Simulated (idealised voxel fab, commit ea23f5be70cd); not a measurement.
This section sets out a process module, namely voxel self aligned contacts.
This is section cut - it's 170 nm across, gridded in 5 nm square cells.
How to read a cross-section here: the picture is a grid of square cells, written as bands going from the top down, and any band can span one or more rows of cells.
Band: top and bottom heights (nm) first, top before bottom; then materials from left to right, widths in nm. "everywhere" marks a sole material filling the band edge to edge. "empty" denotes empty space.
Heights from 0 (as-received wafer is one material below). Bottom band endless downward, as "0 nm and below".
Top row gets the first number, bottom row gets the second, and each row in between changes by the same step: that is how a band width like "30 to 40" works.
"no alteration" after a step means that no cell of the cross-section changed.
Empty spaces counting at least 8 cells and having no open way to the top are listed in "Completely enclosed voids". The notation width x height at distance is used for each, the distance being from the left edge and all three values in nm.
Text after the settings on a step's line: the simulator's own remark on that step.
overlay nm: right-of-plan distance of the mask on a masked step; negative values mean left-of-plan.
Reading guide: pairs of cross-sections, before and after one process step; after view cut off at lowest changed band; step and settings listed under each pair. Pairs may stem from different runs of this module on the same starting wafer; continuity with the pair above only where the "Ahead of processing" entry states it.

AHEAD OF PROCESSING
- 35 nm to 20 nm: empty 35, SiN 35, empty 30, SiN 35, empty 35
- 20 nm to 0 nm: empty 35, polySi 35, empty 30, polySi 35, empty 35
- 0 nm to -15 nm: SiO2 everywhere
- -15 nm and below: Si everywhere
- Completely enclosed voids: none

STRUCTURE AFTER STEP
- 40 nm to 20 nm: empty 30, SiN 45, empty 20, SiN 45, empty 30
- 20 nm to 5 nm: empty 30, SiN 5, polySi 35, SiN 5, empty 20, SiN 5, polySi 35, SiN 5, empty 30
- 5 nm to 0 nm: SiN 35, polySi 35, SiN 30, polySi 35, SiN 35
- All layers under 0 are left as they were.
- Completely enclosed voids: none
Step between the pre-process and post-process cross-sections given above: CONFORMAL_DEP: material SiN, thk nm 5

Ahead of processing: taken from the pair above, after panel.

STRUCTURE AFTER STEP
- 35 nm to 20 nm: empty 30, SiN 45, empty 20, SiN 45, empty 30
- 20 nm to 0 nm: empty 30, SiN 5, polySi 35, SiN 5, empty 20, SiN 5, polySi 35, SiN 5, empty 30
- All layers under 0 are left as they were.
- Completely enclosed voids: none
Step between the pre-process and post-process cross-sections given above: DIRECTIONAL_ETCH: etch materials SiN, depth nm 5

Ahead of processing: taken from the pair above, after panel.

STRUCTURE AFTER STEP
- 50 nm to 35 nm: SiO2 everywhere
- 35 nm to 20 nm: SiO2 30, SiN 45, SiO2 20, SiN 45, SiO2 30
- 20 nm to 0 nm: SiO2 30, SiN 5, polySi 35, SiN 5, SiO2 20, SiN 5, polySi 35, SiN 5, SiO2 30
- All layers under 0 are left as they were.
- Completely enclosed voids: none
Step between the pre-process and post-process cross-sections given above: FILL_DEP: material SiO2, thk nm 15

Ahead of processing: taken from the pair above, after panel.

STRUCTURE AFTER STEP
- 40 nm to 35 nm: SiO2 everywhere
- All layers under 35 are left as they were.
- Completely enclosed voids: none
Step between the pre-process and post-process cross-sections given above: CMP: height nm 40

Ahead of processing: taken from the pair above, after panel.

STRUCTURE AFTER STEP
- 55 nm to 40 nm: aC everywhere
- All layers under 40 are left as they were.
- Completely enclosed voids: none
Step between the pre-process and post-process cross-sections given above: DIRECTIONAL_DEP: material aC, thk nm 15

Ahead of processing: taken from the pair above, after panel.

STRUCTURE AFTER STEP
- 85 nm to 55 nm: resist 60, empty 50, resist 60
- All layers under 55 are left as they were.
- Completely enclosed voids: none
Step between the pre-process and post-process cross-sections given above: PATTERN: tone open, mask id CONTACT, material resist, width nm 50, thk nm 30, overlay nm 0

Ahead of processing: taken from the pair above, after panel.

STRUCTURE AFTER STEP
- 70 nm to 55 nm: resist 60, empty 50, resist 60
- 55 nm to 40 nm: aC 60, empty 50, aC 60
- All layers under 40 are left as they were.
- Completely enclosed voids: none
Step between the pre-process and post-process cross-sections given above: DIRECTIONAL_ETCH: etch materials aC, depth nm 15

Ahead of processing: taken from the pair above, after panel.

STRUCTURE AFTER STEP
- 55 nm to 40 nm: aC 60, empty 50, aC 60
- All layers under 40 are left as they were.
- Completely enclosed voids: none
Step between the pre-process and post-process cross-sections given above: STRIP: etch materials resist

Ahead of processing: taken from the pair above, after panel.

STRUCTURE AFTER STEP
- 55 nm to 40 nm: aC 60, empty 50, aC 60
- 40 nm to 35 nm: SiO2 60, empty 50, SiO2 60
- 35 nm to 20 nm: SiO2 30, SiN 45, empty 20, SiN 45, SiO2 30
- 20 nm to 0 nm: SiO2 30, SiN 5, polySi 35, SiN 5, empty 20, SiN 5, polySi 35, SiN 5, SiO2 30
- 0 nm to -5 nm: SiO2 75, empty 20, SiO2 75
- All layers under -5 are left as they were.
- Completely enclosed voids: none
Step between the pre-process and post-process cross-sections given above: DIRECTIONAL_ETCH: etch materials SiO2, depth nm 45

Ahead of processing: taken from the pair above, after panel.

STRUCTURE AFTER STEP
- 40 nm to 35 nm: SiO2 60, empty 50, SiO2 60
- All layers under 35 are left as they were.
- Completely enclosed voids: none
Step between the pre-process and post-process cross-sections given above: STRIP: etch materials aC

Ahead of processing: taken from the pair above, after panel.

STRUCTURE AFTER STEP
- 45 nm to 40 nm: TiN 65, empty 40, TiN 65
- 40 nm to 35 nm: SiO2 60, TiN 20, empty 10, TiN 20, SiO2 60
- 35 nm to 20 nm: SiO2 30, SiN 45, TiN 5, empty 10, TiN 5, SiN 45, SiO2 30
- 20 nm to 0 nm: SiO2 30, SiN 5, polySi 35, SiN 5, TiN 5, empty 10, TiN 5, SiN 5, polySi 35, SiN 5, SiO2 30
- 0 nm to -5 nm: SiO2 75, TiN 20, SiO2 75
- All layers under -5 are left as they were.
- Completely enclosed voids: none
Step between the pre-process and post-process cross-sections given above: CONFORMAL_DEP: material TiN, thk nm 5

Ahead of processing: taken from the pair above, after panel.

STRUCTURE AFTER STEP
- 55 nm to 45 nm: W everywhere
- 45 nm to 40 nm: TiN 65, W 40, TiN 65
- 40 nm to 35 nm: SiO2 60, TiN 20, W 10, TiN 20, SiO2 60
- 35 nm to 20 nm: SiO2 30, SiN 45, TiN 5, W 10, TiN 5, SiN 45, SiO2 30
- 20 nm to 0 nm: SiO2 30, SiN 5, polySi 35, SiN 5, TiN 5, W 10, TiN 5, SiN 5, polySi 35, SiN 5, SiO2 30
- All layers under 0 are left as they were.
- Completely enclosed voids: none
Step between the pre-process and post-process cross-sections given above: FILL_DEP: material W, thk nm 10

Ahead of processing: taken from the pair above, after panel.

STRUCTURE AFTER STEP
- 40 nm to 35 nm: SiO2 60, TiN 20, W 10, TiN 20, SiO2 60
- All layers under 35 are left as they were.
- Completely enclosed voids: none
Step between the pre-process and post-process cross-sections given above: CMP: height nm 40

Ahead of processing: taken from the pair above, after panel.

STRUCTURE AFTER STEP
- 45 nm to 40 nm: SiCN everywhere
- All layers under 40 are left as they were.
- Completely enclosed voids: none
Step between the pre-process and post-process cross-sections given above: CONFORMAL_DEP: material SiCN, thk nm 5

AHEAD OF PROCESSING
- 45 nm to 35 nm: aC everywhere
- 35 nm to 20 nm: SiN everywhere
- 20 nm to 0 nm: polySi everywhere
- 0 nm to -5 nm: SiO2 everywhere
- -5 nm and below: Si everywhere
- Completely enclosed voids: none

STRUCTURE AFTER STEP
- 70 nm to 45 nm: empty 40, resist 25, empty 40, resist 25, empty 40
- All layers under 45 are left as they were.
- Completely enclosed voids: none
Step between the pre-process and post-process cross-sections given above: PATTERN: tone cover, mask id GATE, material resist, width nm 25, pitch nm 65, thk nm 25, overlay nm 0

Ahead of processing: taken from the pair above, after panel.

STRUCTURE AFTER STEP
- 60 nm to 45 nm: empty 40, resist 25, empty 40, resist 25, empty 40
- 45 nm to 35 nm: empty 40, aC 25, empty 40, aC 25, empty 40
- All layers under 35 are left as they were.
- Completely enclosed voids: none
Step between the pre-process and post-process cross-sections given above: DIRECTIONAL_ETCH: etch materials aC, depth nm 10

Ahead of processing: taken from the pair above, after panel.

STRUCTURE AFTER STEP
- 45 nm to 35 nm: empty 40, aC 25, empty 40, aC 25, empty 40
- All layers under 35 are left as they were.
- Completely enclosed voids: none
Step between the pre-process and post-process cross-sections given above: STRIP: etch materials resist

Ahead of processing: taken from the pair above, after panel.

STRUCTURE AFTER STEP
- 45 nm to 35 nm: empty 40, aC 25, empty 40, aC 25, empty 40
- 35 nm to 20 nm: empty 40, SiN 25, empty 40, SiN 25, empty 40
- All layers under 20 are left as they were.
- Completely enclosed voids: none
Step between the pre-process and post-process cross-sections given above: DIRECTIONAL_ETCH: etch materials SiN, depth nm 15

Ahead of processing: taken from the pair above, after panel.

STRUCTURE AFTER STEP
- 45 nm to 35 nm: empty 40, aC 25, empty 40, aC 25, empty 40
- 35 nm to 20 nm: empty 40, SiN 25, empty 40, SiN 25, empty 40
- 20 nm to 0 nm: empty 40, polySi 25, empty 40, polySi 25, empty 40
- All layers under 0 are left as they were.
- Completely enclosed voids: none
Step between the pre-process and post-process cross-sections given above: DIRECTIONAL_ETCH: etch materials polySi, depth nm 20

Ahead of processing: taken from the pair above, after panel.

STRUCTURE AFTER STEP
- 35 nm to 20 nm: empty 40, SiN 25, empty 40, SiN 25, empty 40
- All layers under 20 are left as they were.
- Completely enclosed voids: none
Step between the pre-process and post-process cross-sections given above: STRIP: etch materials aC

Ahead of processing: taken from the pair above, after panel.

STRUCTURE AFTER STEP
- 40 nm to 20 nm: empty 35, SiN 35, empty 30, SiN 35, empty 35
- 20 nm to 5 nm: empty 35, SiN 5, polySi 25, SiN 5, empty 30, SiN 5, polySi 25, SiN 5, empty 35
- 5 nm to 0 nm: SiN 40, polySi 25, SiN 40, polySi 25, SiN 40
- All layers under 0 are left as they were.
- Completely enclosed voids: none
Step between the pre-process and post-process cross-sections given above: CONFORMAL_DEP: material SiN, thk nm 5

Ahead of processing: taken from the pair above, after panel.

STRUCTURE AFTER STEP
- 35 nm to 20 nm: empty 35, SiN 35, empty 30, SiN 35, empty 35
- 20 nm to 0 nm: empty 35, SiN 5, polySi 25, SiN 5, empty 30, SiN 5, polySi 25, SiN 5, empty 35
- All layers under 0 are left as they were.
- Completely enclosed voids: none
Step between the pre-process and post-process cross-sections given above: DIRECTIONAL_ETCH: etch materials SiN, depth nm 5

Ahead of processing: taken from the pair above, after panel.

STRUCTURE AFTER STEP
- 50 nm to 35 nm: SiO2 everywhere
- 35 nm to 20 nm: SiO2 35, SiN 35, SiO2 30, SiN 35, SiO2 35
- 20 nm to 0 nm: SiO2 35, SiN 5, polySi 25, SiN 5, SiO2 30, SiN 5, polySi 25, SiN 5, SiO2 35
- All layers under 0 are left as they were.
- Completely enclosed voids: none
Step between the pre-process and post-process cross-sections given above: FILL_DEP: material SiO2, thk nm 15

Ahead of processing: taken from the pair above, after panel.

STRUCTURE AFTER STEP
- 40 nm to 35 nm: SiO2 everywhere
- All layers under 35 are left as they were.
- Completely enclosed voids: none
Step between the pre-process and post-process cross-sections given above: CMP: height nm 40

Ahead of processing: taken from the pair above, after panel.

STRUCTURE AFTER STEP
- 55 nm to 40 nm: aC everywhere
- All layers under 40 are left as they were.
- Completely enclosed voids: none
Step between the pre-process and post-process cross-sections given above: DIRECTIONAL_DEP: material aC, thk nm 15

Ahead of processing: taken from the pair above, after panel.

STRUCTURE AFTER STEP
- 85 nm to 55 nm: resist 60, empty 50, resist 60
- All layers under 55 are left as they were.
- Completely enclosed voids: none
Step between the pre-process and post-process cross-sections given above: PATTERN: tone open, mask id CONTACT, material resist, width nm 50, thk nm 30, overlay nm 0

Ahead of processing: taken from the pair above, after panel.

STRUCTURE AFTER STEP
- 70 nm to 55 nm: resist 60, empty 50, resist 60
- 55 nm to 40 nm: aC 60, empty 50, aC 60
- All layers under 40 are left as they were.
- Completely enclosed voids: none
Step between the pre-process and post-process cross-sections given above: DIRECTIONAL_ETCH: etch materials aC, depth nm 15

Ahead of processing: taken from the pair above, after panel.

STRUCTURE AFTER STEP
- 55 nm to 40 nm: aC 60, empty 50, aC 60
- All layers under 40 are left as they were.
- Completely enclosed voids: none
Step between the pre-process and post-process cross-sections given above: STRIP: etch materials resist

Ahead of processing: taken from the pair above, after panel.

STRUCTURE AFTER STEP
- 55 nm to 40 nm: aC 60, empty 50, aC 60
- 40 nm to 35 nm: SiO2 60, empty 50, SiO2 60
- 35 nm to 20 nm: SiO2 35, SiN 35, empty 30, SiN 35, SiO2 35
- 20 nm to 0 nm: SiO2 35, SiN 5, polySi 25, SiN 5, empty 30, SiN 5, polySi 25, SiN 5, SiO2 35
- 0 nm to -5 nm: SiO2 70, empty 30, SiO2 70
- All layers under -5 are left as they were.
- Completely enclosed voids: none
Step between the pre-process and post-process cross-sections given above: DIRECTIONAL_ETCH: etch materials SiO2, depth nm 45

Ahead of processing: taken from the pair above, after panel.

STRUCTURE AFTER STEP
- 40 nm to 35 nm: SiO2 60, empty 50, SiO2 60
- All layers under 35 are left as they were.
- Completely enclosed voids: none
Step between the pre-process and post-process cross-sections given above: STRIP: etch materials aC

Ahead of processing: taken from the pair above, after panel.

STRUCTURE AFTER STEP
- 45 nm to 40 nm: TiN 65, empty 40, TiN 65
- 40 nm to 35 nm: SiO2 60, TiN 15, empty 20, TiN 15, SiO2 60
- 35 nm to 20 nm: SiO2 35, SiN 35, TiN 5, empty 20, TiN 5, SiN 35, SiO2 35
- 20 nm to 0 nm: SiO2 35, SiN 5, polySi 25, SiN 5, TiN 5, empty 20, TiN 5, SiN 5, polySi 25, SiN 5, SiO2 35
- 0 nm to -5 nm: SiO2 70, TiN 30, SiO2 70
- All layers under -5 are left as they were.
- Completely enclosed voids: none
Step between the pre-process and post-process cross-sections given above: CONFORMAL_DEP: material TiN, thk nm 5

Ahead of processing: taken from the pair above, after panel.

STRUCTURE AFTER STEP
- 55 nm to 45 nm: W everywhere
- 45 nm to 40 nm: TiN 65, W 40, TiN 65
- 40 nm to 35 nm: SiO2 60, TiN 15, W 20, TiN 15, SiO2 60
- 35 nm to 20 nm: SiO2 35, SiN 35, TiN 5, W 20, TiN 5, SiN 35, SiO2 35
- 20 nm to 0 nm: SiO2 35, SiN 5, polySi 25, SiN 5, TiN 5, W 20, TiN 5, SiN 5, polySi 25, SiN 5, SiO2 35
- All layers under 0 are left as they were.
- Completely enclosed voids: none
Step between the pre-process and post-process cross-sections given above: FILL_DEP: material W, thk nm 10

Ahead of processing: taken from the pair above, after panel.

STRUCTURE AFTER STEP
- 40 nm to 35 nm: SiO2 60, TiN 15, W 20, TiN 15, SiO2 60
- All layers under 35 are left as they were.
- Completely enclosed voids: none
Step between the pre-process and post-process cross-sections given above: CMP: height nm 40

Ahead of processing: taken from the pair above, after panel.

STRUCTURE AFTER STEP
- 45 nm to 40 nm: SiCN everywhere
- All layers under 40 are left as they were.
- Completely enclosed voids: none
Step between the pre-process and post-process cross-sections given above: CONFORMAL_DEP: material SiCN, thk nm 5

AHEAD OF PROCESSING
- 55 nm to 40 nm: aC everywhere
- 40 nm to 35 nm: SiO2 everywhere
- 35 nm to 20 nm: SiO2 30, SiN 45, SiO2 20, SiN 45, SiO2 30
- 20 nm to 0 nm: SiO2 30, SiN 5, polySi 35, SiN 5, SiO2 20, SiN 5, polySi 35, SiN 5, SiO2 30
- 0 nm to -5 nm: SiO2 everywhere
- -5 nm and below: Si everywhere
- Completely enclosed voids: none

STRUCTURE AFTER STEP
- 85 nm to 55 nm: resist 55, empty 50, resist 65
- All layers under 55 are left as they were.
- Completely enclosed voids: none
Step between the pre-process and post-process cross-sections given above: PATTERN: tone open, mask id CONTACT, material resist, width nm 50, thk nm 30, overlay nm -5

Ahead of processing: taken from the pair above, after panel.

STRUCTURE AFTER STEP
- 70 nm to 55 nm: resist 55, empty 50, resist 65
- 55 nm to 40 nm: aC 55, empty 50, aC 65
- All layers under 40 are left as they were.
- Completely enclosed voids: none
Step between the pre-process and post-process cross-sections given above: DIRECTIONAL_ETCH: etch materials aC, depth nm 15

Ahead of processing: taken from the pair above, after panel.

STRUCTURE AFTER STEP
- 55 nm to 40 nm: aC 55, empty 50, aC 65
- All layers under 40 are left as they were.
- Completely enclosed voids: none
Step between the pre-process and post-process cross-sections given above: STRIP: etch materials resist

Ahead of processing: taken from the pair above, after panel.

STRUCTURE AFTER STEP
- 55 nm to 40 nm: aC 55, empty 50, aC 65
- 40 nm to 35 nm: SiO2 55, empty 50, SiO2 65
- 35 nm to 20 nm: SiO2 30, SiN 45, empty 20, SiN 45, SiO2 30
- 20 nm to 0 nm: SiO2 30, SiN 5, polySi 35, SiN 5, empty 20, SiN 5, polySi 35, SiN 5, SiO2 30
- 0 nm to -5 nm: SiO2 75, empty 20, SiO2 75
- All layers under -5 are left as they were.
- Completely enclosed voids: none
Step between the pre-process and post-process cross-sections given above: DIRECTIONAL_ETCH: etch materials SiO2, depth nm 45

Ahead of processing: taken from the pair above, after panel.

STRUCTURE AFTER STEP
- 40 nm to 35 nm: SiO2 55, empty 50, SiO2 65
- All layers under 35 are left as they were.
- Completely enclosed voids: none
Step between the pre-process and post-process cross-sections given above: STRIP: etch materials aC

Ahead of processing: taken from the pair above, after panel.

STRUCTURE AFTER STEP
- 45 nm to 40 nm: TiN 60, empty 40, TiN 70
- 40 nm to 35 nm: SiO2 55, TiN 25, empty 10, TiN 15, SiO2 65
- 35 nm to 20 nm: SiO2 30, SiN 45, TiN 5, empty 10, TiN 5, SiN 45, SiO2 30
- 20 nm to 0 nm: SiO2 30, SiN 5, polySi 35, SiN 5, TiN 5, empty 10, TiN 5, SiN 5, polySi 35, SiN 5, SiO2 30
- 0 nm to -5 nm: SiO2 75, TiN 20, SiO2 75
- All layers under -5 are left as they were.
- Completely enclosed voids: none
Step between the pre-process and post-process cross-sections given above: CONFORMAL_DEP: material TiN, thk nm 5

Ahead of processing: taken from the pair above, after panel.

STRUCTURE AFTER STEP
- 55 nm to 45 nm: W everywhere
- 45 nm to 40 nm: TiN 60, W 40, TiN 70
- 40 nm to 35 nm: SiO2 55, TiN 25, W 10, TiN 15, SiO2 65
- 35 nm to 20 nm: SiO2 30, SiN 45, TiN 5, W 10, TiN 5, SiN 45, SiO2 30
- 20 nm to 0 nm: SiO2 30, SiN 5, polySi 35, SiN 5, TiN 5, W 10, TiN 5, SiN 5, polySi 35, SiN 5, SiO2 30
- All layers under 0 are left as they were.
- Completely enclosed voids: none
Step between the pre-process and post-process cross-sections given above: FILL_DEP: material W, thk nm 10

Ahead of processing: taken from the pair above, after panel.

STRUCTURE AFTER STEP
- 40 nm to 35 nm: SiO2 55, TiN 25, W 10, TiN 15, SiO2 65
- All layers under 35 are left as they were.
- Completely enclosed voids: none
Step between the pre-process and post-process cross-sections given above: CMP: height nm 40

Ahead of processing: taken from the pair above, after panel.

STRUCTURE AFTER STEP
- 45 nm to 40 nm: SiCN everywhere
- All layers under 40 are left as they were.
- Completely enclosed voids: none
Step between the pre-process and post-process cross-sections given above: CONFORMAL_DEP: material SiCN, thk nm 5

AHEAD OF PROCESSING
- 35 nm to 20 nm: empty 30, SiN 45, empty 20, SiN 45, empty 30
- 20 nm to 0 nm: empty 30, SiN 5, polySi 35, SiN 5, empty 20, SiN 5, polySi 35, SiN 5, empty 30
- 0 nm to -5 nm: SiO2 everywhere
- -5 nm and below: Si everywhere
- Completely enclosed voids: none

STRUCTURE AFTER STEP
- 50 nm to 35 nm: polySi everywhere
- 35 nm to 20 nm: polySi 30, SiN 45, polySi 20, SiN 45, polySi 30
- 20 nm to 0 nm: polySi 30, SiN 5, polySi 35, SiN 5, polySi 20, SiN 5, polySi 35, SiN 5, polySi 30
- All layers under 0 are left as they were.
- Completely enclosed voids: none
Step between the pre-process and post-process cross-sections given above: FILL_DEP: material polySi, thk nm 15

Ahead of processing: taken from the pair above, after panel.

STRUCTURE AFTER STEP
- 40 nm to 35 nm: polySi everywhere
- All layers under 35 are left as they were.
- Completely enclosed voids: none
Step between the pre-process and post-process cross-sections given above: CMP: height nm 40

Ahead of processing: taken from the pair above, after panel.

STRUCTURE AFTER STEP
- 55 nm to 40 nm: aC everywhere
- All layers under 40 are left as they were.
- Completely enclosed voids: none
Step between the pre-process and post-process cross-sections given above: DIRECTIONAL_DEP: material aC, thk nm 15

Ahead of processing: taken from the pair above, after panel.

STRUCTURE AFTER STEP
- 85 nm to 55 nm: resist 60, empty 50, resist 60
- All layers under 55 are left as they were.
- Completely enclosed voids: none
Step between the pre-process and post-process cross-sections given above: PATTERN: tone open, mask id CONTACT, material resist, width nm 50, thk nm 30, overlay nm 0

Ahead of processing: taken from the pair above, after panel.

STRUCTURE AFTER STEP
- 70 nm to 55 nm: resist 60, empty 50, resist 60
- 55 nm to 40 nm: aC 60, empty 50, aC 60
- All layers under 40 are left as they were.
- Completely enclosed voids: none
Step between the pre-process and post-process cross-sections given above: DIRECTIONAL_ETCH: etch materials aC, depth nm 15

Ahead of processing: taken from the pair above, after panel.

STRUCTURE AFTER STEP
- 55 nm to 40 nm: aC 60, empty 50, aC 60
- All layers under 40 are left as they were.
- Completely enclosed voids: none
Step between the pre-process and post-process cross-sections given above: STRIP: etch materials resist

Ahead of processing: taken from the pair above, after panel.

STRUCTURE AFTER STEP
- 40 nm to 35 nm: polySi everywhere
- All layers under 35 are left as they were.
- Completely enclosed voids: none
Step between the pre-process and post-process cross-sections given above: STRIP: etch materials aC

Ahead of processing: taken from the pair above, after panel.

STRUCTURE AFTER STEP
- 45 nm to 40 nm: TiN everywhere
- All layers under 40 are left as they were.
- Completely enclosed voids: none
Step between the pre-process and post-process cross-sections given above: CONFORMAL_DEP: material TiN, thk nm 5

Ahead of processing: taken from the pair above, after panel.

STRUCTURE AFTER STEP
- 55 nm to 45 nm: W everywhere
- All layers under 45 are left as they were.
- Completely enclosed voids: none
Step between the pre-process and post-process cross-sections given above: FILL_DEP: material W, thk nm 10

Ahead of processing: taken from the pair above, after panel.

STRUCTURE AFTER STEP
- 40 nm to 35 nm: polySi everywhere
- All layers under 35 are left as they were.
- Completely enclosed voids: none
Step between the pre-process and post-process cross-sections given above: CMP: height nm 40

Ahead of processing: taken from the pair above, after panel.

STRUCTURE AFTER STEP
- 45 nm to 40 nm: SiCN everywhere
- All layers under 40 are left as they were.
- Completely enclosed voids: none
Step between the pre-process and post-process cross-sections given above: CONFORMAL_DEP: material SiCN, thk nm 5

AHEAD OF PROCESSING
- 45 nm to 35 nm: aC everywhere
- 35 nm to 20 nm: SiN everywhere
- 20 nm to 0 nm: polySi everywhere
- 0 nm to -5 nm: SiO2 everywhere
- -5 nm and below: Si everywhere
- Completely enclosed voids: none

STRUCTURE AFTER STEP
- 70 nm to 45 nm: resist 35, empty 35, resist 30, empty 35, resist 35
- All layers under 45 are left as they were.
- Completely enclosed voids: none
Step between the pre-process and post-process cross-sections given above: PATTERN: tone open, mask id GATE, material resist, width nm 35, pitch nm 65, thk nm 25, overlay nm 0

Ahead of processing: taken from the pair above, after panel.

STRUCTURE AFTER STEP
- 60 nm to 45 nm: resist 35, empty 35, resist 30, empty 35, resist 35
- 45 nm to 35 nm: aC 35, empty 35, aC 30, empty 35, aC 35
- All layers under 35 are left as they were.
- Completely enclosed voids: none
Step between the pre-process and post-process cross-sections given above: DIRECTIONAL_ETCH: etch materials aC, depth nm 10

Ahead of processing: taken from the pair above, after panel.

STRUCTURE AFTER STEP
- 45 nm to 35 nm: aC 35, empty 35, aC 30, empty 35, aC 35
- All layers under 35 are left as they were.
- Completely enclosed voids: none
Step between the pre-process and post-process cross-sections given above: STRIP: etch materials resist

Ahead of processing: taken from the pair above, after panel.

STRUCTURE AFTER STEP
- 45 nm to 35 nm: aC 35, empty 35, aC 30, empty 35, aC 35
- 35 nm to 20 nm: SiN 35, empty 35, SiN 30, empty 35, SiN 35
- All layers under 20 are left as they were.
- Completely enclosed voids: none
Step between the pre-process and post-process cross-sections given above: DIRECTIONAL_ETCH: etch materials SiN, depth nm 15

Ahead of processing: taken from the pair above, after panel.

STRUCTURE AFTER STEP
- 45 nm to 35 nm: aC 35, empty 35, aC 30, empty 35, aC 35
- 35 nm to 20 nm: SiN 35, empty 35, SiN 30, empty 35, SiN 35
- 20 nm to 0 nm: polySi 35, empty 35, polySi 30, empty 35, polySi 35
- All layers under 0 are left as they were.
- Completely enclosed voids: none
Step between the pre-process and post-process cross-sections given above: DIRECTIONAL_ETCH: etch materials polySi, depth nm 20

Ahead of processing: taken from the pair above, after panel.

STRUCTURE AFTER STEP
- 35 nm to 20 nm: SiN 35, empty 35, SiN 30, empty 35, SiN 35
- All layers under 20 are left as they were.
- Completely enclosed voids: none
Step between the pre-process and post-process cross-sections given above: STRIP: etch materials aC

Ahead of processing: taken from the pair above, after panel.

STRUCTURE AFTER STEP
- 40 nm to 20 nm: SiN 40, empty 25, SiN 40, empty 25, SiN 40
- 20 nm to 5 nm: polySi 35, SiN 5, empty 25, SiN 5, polySi 30, SiN 5, empty 25, SiN 5, polySi 35
- 5 nm to 0 nm: polySi 35, SiN 35, polySi 30, SiN 35, polySi 35
- All layers under 0 are left as they were.
- Completely enclosed voids: none
Step between the pre-process and post-process cross-sections given above: CONFORMAL_DEP: material SiN, thk nm 5

Ahead of processing: taken from the pair above, after panel.

STRUCTURE AFTER STEP
- 35 nm to 20 nm: SiN 40, empty 25, SiN 40, empty 25, SiN 40
- 20 nm to 0 nm: polySi 35, SiN 5, empty 25, SiN 5, polySi 30, SiN 5, empty 25, SiN 5, polySi 35
- All layers under 0 are left as they were.
- Completely enclosed voids: none
Step between the pre-process and post-process cross-sections given above: DIRECTIONAL_ETCH: etch materials SiN, depth nm 5

Ahead of processing: taken from the pair above, after panel.

STRUCTURE AFTER STEP
- 50 nm to 35 nm: SiO2 everywhere
- 35 nm to 20 nm: SiN 40, SiO2 25, SiN 40, SiO2 25, SiN 40
- 20 nm to 0 nm: polySi 35, SiN 5, SiO2 25, SiN 5, polySi 30, SiN 5, SiO2 25, SiN 5, polySi 35
- All layers under 0 are left as they were.
- Completely enclosed voids: none
Step between the pre-process and post-process cross-sections given above: FILL_DEP: material SiO2, thk nm 15

Ahead of processing: taken from the pair above, after panel.

STRUCTURE AFTER STEP
- 40 nm to 35 nm: SiO2 everywhere
- All layers under 35 are left as they were.
- Completely enclosed voids: none
Step between the pre-process and post-process cross-sections given above: CMP: height nm 40

Ahead of processing: taken from the pair above, after panel.

STRUCTURE AFTER STEP
- 55 nm to 40 nm: aC everywhere
- All layers under 40 are left as they were.
- Completely enclosed voids: none
Step between the pre-process and post-process cross-sections given above: DIRECTIONAL_DEP: material aC, thk nm 15

Ahead of processing: taken from the pair above, after panel.

STRUCTURE AFTER STEP
- 85 nm to 55 nm: resist 60, empty 50, resist 60
- All layers under 55 are left as they were.
- Completely enclosed voids: none
Step between the pre-process and post-process cross-sections given above: PATTERN: tone open, mask id CONTACT, material resist, width nm 50, thk nm 30, overlay nm 0

Ahead of processing: taken from the pair above, after panel.

STRUCTURE AFTER STEP
- 70 nm to 55 nm: resist 60, empty 50, resist 60
- 55 nm to 40 nm: aC 60, empty 50, aC 60
- All layers under 40 are left as they were.
- Completely enclosed voids: none
Step between the pre-process and post-process cross-sections given above: DIRECTIONAL_ETCH: etch materials aC, depth nm 15

Ahead of processing: taken from the pair above, after panel.

STRUCTURE AFTER STEP
- 55 nm to 40 nm: aC 60, empty 50, aC 60
- All layers under 40 are left as they were.
- Completely enclosed voids: none
Step between the pre-process and post-process cross-sections given above: STRIP: etch materials resist

Ahead of processing: taken from the pair above, after panel.

STRUCTURE AFTER STEP
- 55 nm to 40 nm: aC 60, empty 50, aC 60
- 40 nm to 35 nm: SiO2 60, empty 50, SiO2 60
- 35 nm to 20 nm: SiN 40, SiO2 20, empty 5, SiN 40, empty 5, SiO2 20, SiN 40
- 20 nm to 0 nm: polySi 35, SiN 5, SiO2 20, empty 5, SiN 5, polySi 30, SiN 5, empty 5, SiO2 20, SiN 5, polySi 35
- 0 nm to -5 nm: SiO2 60, empty 5, SiO2 40, empty 5, SiO2 60
- All layers under -5 are left as they were.
- Completely enclosed voids: none
Step between the pre-process and post-process cross-sections given above: DIRECTIONAL_ETCH: etch materials SiO2, depth nm 45

Ahead of processing: taken from the pair above, after panel.

STRUCTURE AFTER STEP
- 40 nm to 35 nm: SiO2 60, empty 50, SiO2 60
- All layers under 35 are left as they were.
- Completely enclosed voids: none
Step between the pre-process and post-process cross-sections given above: STRIP: etch materials aC

Ahead of processing: taken from the pair above, after panel.

STRUCTURE AFTER STEP
- 45 nm to 40 nm: TiN 65, empty 40, TiN 65
- 40 nm to 35 nm: SiO2 60, TiN 50, SiO2 60
- 35 nm to 20 nm: SiN 40, SiO2 20, TiN 5, SiN 40, TiN 5, SiO2 20, SiN 40
- 20 nm to 0 nm: polySi 35, SiN 5, SiO2 20, TiN 5, SiN 5, polySi 30, SiN 5, TiN 5, SiO2 20, SiN 5, polySi 35
- 0 nm to -5 nm: SiO2 60, TiN 5, SiO2 40, TiN 5, SiO2 60
- All layers under -5 are left as they were.
- Completely enclosed voids: none
Step between the pre-process and post-process cross-sections given above: CONFORMAL_DEP: material TiN, thk nm 5

Ahead of processing: taken from the pair above, after panel.

STRUCTURE AFTER STEP
- 55 nm to 45 nm: W everywhere
- 45 nm to 40 nm: TiN 65, W 40, TiN 65
- All layers under 40 are left as they were.
- Completely enclosed voids: none
Step between the pre-process and post-process cross-sections given above: FILL_DEP: material W, thk nm 10

Ahead of processing: taken from the pair above, after panel.

STRUCTURE AFTER STEP
- 40 nm to 35 nm: SiO2 60, TiN 50, SiO2 60
- All layers under 35 are left as they were.
- Completely enclosed voids: none
Step between the pre-process and post-process cross-sections given above: CMP: height nm 40

Ahead of processing: taken from the pair above, after panel.

STRUCTURE AFTER STEP
- 45 nm to 40 nm: SiCN everywhere
- All layers under 40 are left as they were.
- Completely enclosed voids: none
Step between the pre-process and post-process cross-sections given above: CONFORMAL_DEP: material SiCN, thk nm 5
